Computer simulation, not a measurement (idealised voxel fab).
Process module name: voxel air gaps
For reference, the cross-section in this document is cut, with width 185 nm and square cells of 5 nm.
Format of a cross-section: grid, square cells. Given as bands. Order: top down. Band: one or more rows of cells.
What a band's entry tells you: where the top is and where the bottom is, as heights in nm, and after that what lies inside, material by material from left to right, each with its width in nm. Empty space is written as the word "blank", and a single material marked with the word "all across" occupies the band from edge to edge.
Note: height 0 marks the level under which the wafer is uniformly one material as received. Lowest band unbounded below, written "0 and below".
The two numbers in a width such as "30..40" mark its ends across the band: the first belongs to the top row of cells, the second to the bottom row, and from each row to the next the width moves by the same amount.
Step marked "no alteration"? Then no cell in the cross-section changed in it.
So "Enclosed void entries" is basically the list of trapped voids: any empty space of 8 cells or more that can't reach the top through an opening. They're written width x height at distance, the distance being from the left edge, and it's all nm.
On a step's line, text after the settings is the simulator commenting on that step.
overlay nm, on a step with a mask: how far to the right of its planned place the mask lay; to the left if negative
STEPS IN THE PROCESS PLAN
step 1: RECEIVE | material Si
step 2: CONFORMAL_DEP | material SiO2 | thk nm 15
step 3: CONFORMAL_DEP | material SiCN | thk nm 5
step 4: DIRECTIONAL_DEP | material lowk | thk nm 40
step 5: DIRECTIONAL_DEP | material aC | thk nm 10
step 6: PATTERN | tone open | mask id LINES | material resist | width nm 20 | pitch nm 45 | thk nm 30 | overlay nm 0
step 7: DIRECTIONAL_ETCH | etch materials aC | depth nm 10
step 8: STRIP | etch materials resist
step 9: DIRECTIONAL_ETCH | etch materials lowk | depth nm 40
step 10: STRIP | etch materials aC
step 11: CONFORMAL_DEP | material TiN | thk nm 5
step 12: FILL_DEP | material Cu | thk nm 10
step 13: CMP | height nm 60
step 14: EPI | material Ru | thk nm 10
step 15: SELECTIVE_ETCH | etch materials lowk | depth nm 50
step 16: CONFORMAL_DEP | material SiCN | thk nm 5
AS RECEIVED, AFTER STEP 1
0 and below: Si all across
Enclosed void entries: none
WHAT THE WAFER LOOKS LIKE IN CROSS-SECTION AFTER THIS MODULE, WHEN IT STARTS AS SHOWN ABOVE AND FOLLOWS THE PLAN ABOVE BUT ONE MISTAKE IS MADE IN RUNNING IT
75 down to 70: blank 15 | SiCN 150 | blank 20
70 down to 60: blank 15 | SiCN 5 | Ru 140 | SiCN 5 | blank 20
60 down to 55: blank 15 | SiCN 15 | TiN 5 | Cu 20 | TiN 5 | lowk 15 | TiN 5 | Cu 20 | TiN 5 | lowk 15 | TiN 5 | Cu 20 | TiN 5 | SiCN 15 | blank 20
55 down to 25: blank 25 | SiCN 5 | TiN 5 | Cu 20 | TiN 5 | lowk 15 | TiN 5 | Cu 20 | TiN 5 | lowk 15 | TiN 5 | Cu 20 | TiN 5 | SiCN 5 | blank 30
25 down to 20: SiCN 30 | TiN 30 | lowk 15 | TiN 30 | lowk 15 | TiN 30 | SiCN 35
20 down to 15: SiCN all across
15 down to 0: SiO2 all across
0 and below: Si all across
Enclosed void entries: none
The mistake made against the process plan was this: the process deviated at step 6: the operation and settings actually run there were PATTERN | tone open | mask id LINES | material resist | width nm 30 | pitch nm 45 | thk nm 30 | overlay nm 0
